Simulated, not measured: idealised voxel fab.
The process module presented herein is designated voxel wiring stack.
We display cut, a cross-section 240 nm in width whose square cells are each 5 nm.
Cross-section spec: square-cell grid; bands listed top down; each band is one or more rows. The entry gives the band's vertical extent as a top height and a bottom height in nm, then its horizontal make-up as materials from left to right, each with a width in nm. "empty" stands for empty space; a single material marked "all across" fills the band edge to edge. Beneath 0, the wafer as received is one material, and that level is where height counting begins. The lowest band goes on downward without a bottom; it is written like "0 down". Think of "30 to 40" as a width that walks from the first number to the second as you go down the band, top row to bottom row, taking equal-sized steps from row to row. Step marked "no modifications"? Then no cell in the cross-section changed in it. Enclosed voids (no open way to top), threshold 8 cells or more, entry "Closed void catalog", notation width x height at distance, distance from left edge, nm. Step line, after settings: the simulator's comment on this step. A step's line can hold "overlay nm"; with a mask on that step, the setting says how far right of the planned place the mask lay, while a negative setting says it lay to the left.

# Planned process steps
step 1: RECEIVE with material Si
step 2: CONFORMAL_DEP with material SiO2, thk nm 15
step 3: CONFORMAL_DEP with material SiN, thk nm 5
step 4: DIRECTIONAL_DEP with material lowk, thk nm 20
step 5: MASKED_ETCH with tone open, mask id METAL_1, width nm 30, pitch nm 50, etch materials lowk, depth nm 20, overlay nm 0
step 6: MASKED_ETCH with tone open, mask id METAL_1, width nm 30, pitch nm 50, etch materials SiN, depth nm 5, overlay nm 0
step 7: CONFORMAL_DEP with material TiN, thk nm 5
step 8: FILL_DEP with material Cu, thk nm 5
step 9: CMP with height nm 40
step 10: CONFORMAL_DEP with material SiCN, thk nm 5
step 11: DIRECTIONAL_DEP with material SiO2, thk nm 35
step 12: DIRECTIONAL_DEP with material aC, thk nm 15
step 13: PATTERN with tone open, mask id METAL_2, material resist, width nm 30, pitch nm 50, thk nm 35, overlay nm 0
step 14: DIRECTIONAL_ETCH with etch materials aC, depth nm 15
step 15: STRIP with etch materials resist
step 16: DIRECTIONAL_ETCH with etch materials SiO2, depth nm 20
step 17: STRIP with etch materials aC
step 18: MASKED_ETCH with tone open, mask id METAL_2_HOLES, width nm 15, pitch nm 50, etch materials SiO2, depth nm 15, overlay nm 0
step 19: MASKED_ETCH with tone open, mask id METAL_2_HOLES, width nm 15, pitch nm 50, etch materials SiCN, depth nm 5, overlay nm 0
step 20: CONFORMAL_DEP with material TiN, thk nm 5
step 21: FILL_DEP with material Cu, thk nm 10
step 22: CMP with height nm 80
step 23: CONFORMAL_DEP with material SiCN, thk nm 5
step 24: DIRECTIONAL_DEP with material SiO2, thk nm 30
step 25: DIRECTIONAL_DEP with material aC, thk nm 15
step 26: PATTERN with tone open, mask id METAL_3_HOLES, material resist, width nm 15, thk nm 30, overlay nm 0
step 27: DIRECTIONAL_ETCH with etch materials aC, depth nm 15
step 28: STRIP with etch materials resist
step 29: DIRECTIONAL_ETCH with etch materials SiO2, depth nm 30
step 30: STRIP with etch materials aC
step 31: DIRECTIONAL_DEP with material aC, thk nm 10
step 32: PATTERN with tone open, mask id METAL_3, material resist, width nm 30, pitch nm 50, thk nm 25, overlay nm 0
step 33: DIRECTIONAL_ETCH with etch materials aC, depth nm 10
step 34: STRIP with etch materials resist
step 35: DIRECTIONAL_ETCH with etch materials SiO2, depth nm 15
step 36: DIRECTIONAL_ETCH with etch materials SiCN, depth nm 5
step 37: STRIP with etch materials aC
step 38: CONFORMAL_DEP with material TiN, thk nm 5
step 39: FILL_DEP with material Cu, thk nm 10
step 40: CMP with height nm 115
step 41: CONFORMAL_DEP with material SiCN, thk nm 5

# First wafer, two in total, run as planned

# Cross-section of the wafer as it came to us, i.e., already through step 1
> 0 down: Si all across
> Closed void catalog: none

# After step 2: wafer cross-section
> 15 to 0: SiO2 all across
> Nothing below the height 0 has changed.

# After step 3: wafer cross-section
> 20 to 15: SiN all across
> Nothing below the height 15 has changed.

# After step 4: wafer cross-section
> 40 to 20: lowk all across
> Nothing below the height 20 has changed.

# After step 5: wafer cross-section
> 40 to 20: lowk 80 nm; empty 30 nm; lowk 20 nm; empty 30 nm; lowk 80 nm
> Nothing below the height 20 has changed.

# After step 6: wafer cross-section
> 40 to 20: lowk 80 nm; empty 30 nm; lowk 20 nm; empty 30 nm; lowk 80 nm
> 20 to 15: SiN 80 nm; empty 30 nm; SiN 20 nm; empty 30 nm; SiN 80 nm
> Nothing below the height 15 has changed.

# After step 7: wafer cross-section
> 45 to 40: TiN 85 nm; empty 20 nm; TiN 30 nm; empty 20 nm; TiN 85 nm
> 40 to 20: lowk 80 nm; TiN 5 nm; empty 20 nm; TiN 5 nm; lowk 20 nm; TiN 5 nm; empty 20 nm; TiN 5 nm; lowk 80 nm
> 20 to 15: SiN 80 nm; TiN 30 nm; SiN 20 nm; TiN 30 nm; SiN 80 nm
> Nothing below the height 15 has changed.

# After step 8: wafer cross-section
> 50 to 45: Cu all across
> 45 to 40: TiN 85 nm; Cu 20 nm; TiN 30 nm; Cu 20 nm; TiN 85 nm
> 40 to 20: lowk 80 nm; TiN 5 nm; Cu 20 nm; TiN 5 nm; lowk 20 nm; TiN 5 nm; Cu 20 nm; TiN 5 nm; lowk 80 nm
> Nothing below the height 20 has changed.

# After step 9: wafer cross-section
> 40 to 20: lowk 80 nm; TiN 5 nm; Cu 20 nm; TiN 5 nm; lowk 20 nm; TiN 5 nm; Cu 20 nm; TiN 5 nm; lowk 80 nm
> Nothing below the height 20 has changed.

# After step 10: wafer cross-section
> 45 to 40: SiCN all across
> Nothing below the height 40 has changed.

# After step 11: wafer cross-section
> 80 to 45: SiO2 all across
> Nothing below the height 45 has changed.

# After step 12: wafer cross-section
> 95 to 80: aC all across
> Nothing below the height 80 has changed.

# After step 13: wafer cross-section
> 130 to 95: resist 80 nm; empty 30 nm; resist 20 nm; empty 30 nm; resist 80 nm
> Nothing below the height 95 has changed.

# After step 14: wafer cross-section
> 115 to 95: resist 80 nm; empty 30 nm; resist 20 nm; empty 30 nm; resist 80 nm
> 95 to 80: aC 80 nm; empty 30 nm; aC 20 nm; empty 30 nm; aC 80 nm
> Nothing below the height 80 has changed.

# After step 15: wafer cross-section
> 95 to 80: aC 80 nm; empty 30 nm; aC 20 nm; empty 30 nm; aC 80 nm
> Nothing below the height 80 has changed.

# After step 16: wafer cross-section
> 95 to 80: aC 80 nm; empty 30 nm; aC 20 nm; empty 30 nm; aC 80 nm
> 80 to 60: SiO2 80 nm; empty 30 nm; SiO2 20 nm; empty 30 nm; SiO2 80 nm
> Nothing below the height 60 has changed.

# After step 17: wafer cross-section
> 80 to 60: SiO2 80 nm; empty 30 nm; SiO2 20 nm; empty 30 nm; SiO2 80 nm
> Nothing below the height 60 has changed.

# After step 18: wafer cross-section
> 80 to 60: SiO2 80 nm; empty 30 nm; SiO2 20 nm; empty 30 nm; SiO2 80 nm
> 60 to 45: SiO2 80 nm; empty 15 nm; SiO2 35 nm; empty 15 nm; SiO2 95 nm
> Nothing below the height 45 has changed.

# After step 19: wafer cross-section
> 80 to 60: SiO2 80 nm; empty 30 nm; SiO2 20 nm; empty 30 nm; SiO2 80 nm
> 60 to 45: SiO2 80 nm; empty 15 nm; SiO2 35 nm; empty 15 nm; SiO2 95 nm
> 45 to 40: SiCN 80 nm; empty 15 nm; SiCN 35 nm; empty 15 nm; SiCN 95 nm
> Nothing below the height 40 has changed.

# After step 20: wafer cross-section
> 85 to 80: TiN 85 nm; empty 20 nm; TiN 30 nm; empty 20 nm; TiN 85 nm
> 80 to 65: SiO2 80 nm; TiN 5 nm; empty 20 nm; TiN 5 nm; SiO2 20 nm; TiN 5 nm; empty 20 nm; TiN 5 nm; SiO2 80 nm
> 65 to 60: SiO2 80 nm; TiN 5 nm; empty 5 nm; TiN 20 nm; SiO2 20 nm; TiN 5 nm; empty 5 nm; TiN 20 nm; SiO2 80 nm
> 60 to 45: SiO2 80 nm; TiN 5 nm; empty 5 nm; TiN 5 nm; SiO2 35 nm; TiN 5 nm; empty 5 nm; TiN 5 nm; SiO2 95 nm
> 45 to 40: SiCN 80 nm; TiN 15 nm; SiCN 35 nm; TiN 15 nm; SiCN 95 nm
> Nothing below the height 40 has changed.

# After step 21: wafer cross-section
> 95 to 85: Cu all across
> 85 to 80: TiN 85 nm; Cu 20 nm; TiN 30 nm; Cu 20 nm; TiN 85 nm
> 80 to 65: SiO2 80 nm; TiN 5 nm; Cu 20 nm; TiN 5 nm; SiO2 20 nm; TiN 5 nm; Cu 20 nm; TiN 5 nm; SiO2 80 nm
> 65 to 60: SiO2 80 nm; TiN 5 nm; Cu 5 nm; TiN 20 nm; SiO2 20 nm; TiN 5 nm; Cu 5 nm; TiN 20 nm; SiO2 80 nm
> 60 to 45: SiO2 80 nm; TiN 5 nm; Cu 5 nm; TiN 5 nm; SiO2 35 nm; TiN 5 nm; Cu 5 nm; TiN 5 nm; SiO2 95 nm
> Nothing below the height 45 has changed.

# After step 22: wafer cross-section
> 80 to 65: SiO2 80 nm; TiN 5 nm; Cu 20 nm; TiN 5 nm; SiO2 20 nm; TiN 5 nm; Cu 20 nm; TiN 5 nm; SiO2 80 nm
> Nothing below the height 65 has changed.

# After step 23: wafer cross-section
> 85 to 80: SiCN all across
> Nothing below the height 80 has changed.

# After step 24: wafer cross-section
> 115 to 85: SiO2 all across
> Nothing below the height 85 has changed.

# After step 25: wafer cross-section
> 130 to 115: aC all across
> Nothing below the height 115 has changed.

# After step 26: wafer cross-section
> 160 to 130: resist 80 nm; empty 15 nm; resist 145 nm
> Nothing below the height 130 has changed.

# After step 27: wafer cross-section
> 145 to 130: resist 80 nm; empty 15 nm; resist 145 nm
> 130 to 115: aC 80 nm; empty 15 nm; aC 145 nm
> Nothing below the height 115 has changed.

# After step 28: wafer cross-section
> 130 to 115: aC 80 nm; empty 15 nm; aC 145 nm
> Nothing below the height 115 has changed.

# After step 29: wafer cross-section
> 130 to 115: aC 80 nm; empty 15 nm; aC 145 nm
> 115 to 85: SiO2 80 nm; empty 15 nm; SiO2 145 nm
> Nothing below the height 85 has changed.

# After step 30: wafer cross-section
> 115 to 85: SiO2 80 nm; empty 15 nm; SiO2 145 nm
> Nothing below the height 85 has changed.

# After step 31: wafer cross-section
> 125 to 115: aC 80 nm; empty 15 nm; aC 145 nm
> 115 to 95: SiO2 80 nm; empty 15 nm; SiO2 145 nm
> 95 to 85: SiO2 80 nm; aC 15 nm; SiO2 145 nm
> Nothing below the height 85 has changed.

# After step 32: wafer cross-section
> 150 to 125: resist 80 nm; empty 30 nm; resist 20 nm; empty 30 nm; resist 80 nm
> Nothing below the height 125 has changed.

# After step 33: wafer cross-section
> 140 to 125: resist 80 nm; empty 30 nm; resist 20 nm; empty 30 nm; resist 80 nm
> 125 to 115: aC 80 nm; empty 30 nm; aC 20 nm; empty 30 nm; aC 80 nm
> 115 to 85: SiO2 80 nm; empty 15 nm; SiO2 145 nm
> Nothing below the height 85 has changed.

# After step 34: wafer cross-section
> 125 to 115: aC 80 nm; empty 30 nm; aC 20 nm; empty 30 nm; aC 80 nm
> Nothing below the height 115 has changed.

# After step 35: wafer cross-section
> 125 to 115: aC 80 nm; empty 30 nm; aC 20 nm; empty 30 nm; aC 80 nm
> 115 to 100: SiO2 80 nm; empty 30 nm; SiO2 20 nm; empty 30 nm; SiO2 80 nm
> Nothing below the height 100 has changed.

# After step 36: wafer cross-section
> 125 to 115: aC 80 nm; empty 30 nm; aC 20 nm; empty 30 nm; aC 80 nm
> 115 to 100: SiO2 80 nm; empty 30 nm; SiO2 20 nm; empty 30 nm; SiO2 80 nm
> 100 to 85: SiO2 80 nm; empty 15 nm; SiO2 145 nm
> 85 to 80: SiCN 80 nm; empty 15 nm; SiCN 145 nm
> Nothing below the height 80 has changed.

# After step 37: wafer cross-section
> 115 to 100: SiO2 80 nm; empty 30 nm; SiO2 20 nm; empty 30 nm; SiO2 80 nm
> Nothing below the height 100 has changed.

# After step 38: wafer cross-section
> 120 to 115: TiN 85 nm; empty 20 nm; TiN 30 nm; empty 20 nm; TiN 85 nm
> 115 to 105: SiO2 80 nm; TiN 5 nm; empty 20 nm; TiN 5 nm; SiO2 20 nm; TiN 5 nm; empty 20 nm; TiN 5 nm; SiO2 80 nm
> 105 to 100: SiO2 80 nm; TiN 5 nm; empty 5 nm; TiN 20 nm; SiO2 20 nm; TiN 30 nm; SiO2 80 nm
> 100 to 85: SiO2 80 nm; TiN 5 nm; empty 5 nm; TiN 5 nm; SiO2 145 nm
> 85 to 80: SiCN 80 nm; TiN 15 nm; SiCN 145 nm
> Nothing below the height 80 has changed.

# After step 39: wafer cross-section
> 130 to 120: Cu all across
> 120 to 115: TiN 85 nm; Cu 20 nm; TiN 30 nm; Cu 20 nm; TiN 85 nm
> 115 to 105: SiO2 80 nm; TiN 5 nm; Cu 20 nm; TiN 5 nm; SiO2 20 nm; TiN 5 nm; Cu 20 nm; TiN 5 nm; SiO2 80 nm
> 105 to 100: SiO2 80 nm; TiN 5 nm; Cu 5 nm; TiN 20 nm; SiO2 20 nm; TiN 30 nm; SiO2 80 nm
> 100 to 85: SiO2 80 nm; TiN 5 nm; Cu 5 nm; TiN 5 nm; SiO2 145 nm
> Nothing below the height 85 has changed.

# After step 40: wafer cross-section
> 115 to 105: SiO2 80 nm; TiN 5 nm; Cu 20 nm; TiN 5 nm; SiO2 20 nm; TiN 5 nm; Cu 20 nm; TiN 5 nm; SiO2 80 nm
> Nothing below the height 105 has changed.

# After step 41: wafer cross-section
> 120 to 115: SiCN all across
> Nothing below the height 115 has changed.

# Companion wafer, the second of two: same beginning, same intended sequence, one mistake in carrying it out; through step 34 inclusive it tracks the first exactly

# Cross-section of the second wafer corresponding to the planned conclusion of step 35
> 125 to 115: aC 80 nm; empty 30 nm; aC 20 nm; empty 30 nm; aC 80 nm
> 115 to 85: SiO2 80 nm; empty 30 nm; SiO2 20 nm; empty 30 nm; SiO2 80 nm
> Nothing below the height 85 has changed.

# Cross-section of the second wafer corresponding to the planned conclusion of step 36
> 125 to 115: aC 80 nm; empty 30 nm; aC 20 nm; empty 30 nm; aC 80 nm
> 115 to 85: SiO2 80 nm; empty 30 nm; SiO2 20 nm; empty 30 nm; SiO2 80 nm
> 85 to 80: SiCN 80 nm; empty 30 nm; SiCN 20 nm; empty 30 nm; SiCN 80 nm
> Nothing below the height 80 has changed.

# Cross-section of the second wafer corresponding to the planned conclusion of step 37
> 115 to 85: SiO2 80 nm; empty 30 nm; SiO2 20 nm; empty 30 nm; SiO2 80 nm
> Nothing below the height 85 has changed.

# Cross-section of the second wafer corresponding to the planned conclusion of step 38
> 120 to 115: TiN 85 nm; empty 20 nm; TiN 30 nm; empty 20 nm; TiN 85 nm
> 115 to 85: SiO2 80 nm; TiN 5 nm; empty 20 nm; TiN 5 nm; SiO2 20 nm; TiN 5 nm; empty 20 nm; TiN 5 nm; SiO2 80 nm
> 85 to 80: SiCN 80 nm; TiN 30 nm; SiCN 20 nm; TiN 30 nm; SiCN 80 nm
> Nothing below the height 80 has changed.

# Cross-section of the second wafer corresponding to the planned conclusion of step 39
> 130 to 120: Cu all across
> 120 to 115: TiN 85 nm; Cu 20 nm; TiN 30 nm; Cu 20 nm; TiN 85 nm
> 115 to 85: SiO2 80 nm; TiN 5 nm; Cu 20 nm; TiN 5 nm; SiO2 20 nm; TiN 5 nm; Cu 20 nm; TiN 5 nm; SiO2 80 nm
> Nothing below the height 85 has changed.

# Cross-section of the second wafer corresponding to the planned conclusion of step 40
> 115 to 85: SiO2 80 nm; TiN 5 nm; Cu 20 nm; TiN 5 nm; SiO2 20 nm; TiN 5 nm; Cu 20 nm; TiN 5 nm; SiO2 80 nm
> Nothing below the height 85 has changed.

# Cross-section of the second wafer corresponding to the planned conclusion of step 41
> 120 to 115: SiCN all across
> Nothing below the height 115 has changed.
Against the plan, the run slipped here: execution of plan step 35 occurred twice
FYI, end of process, the second wafer has more or fewer cells of some materials than the first: Cu: 28 more, SiCN: 9 fewer, SiO2: 27 fewer, TiN: 8 more
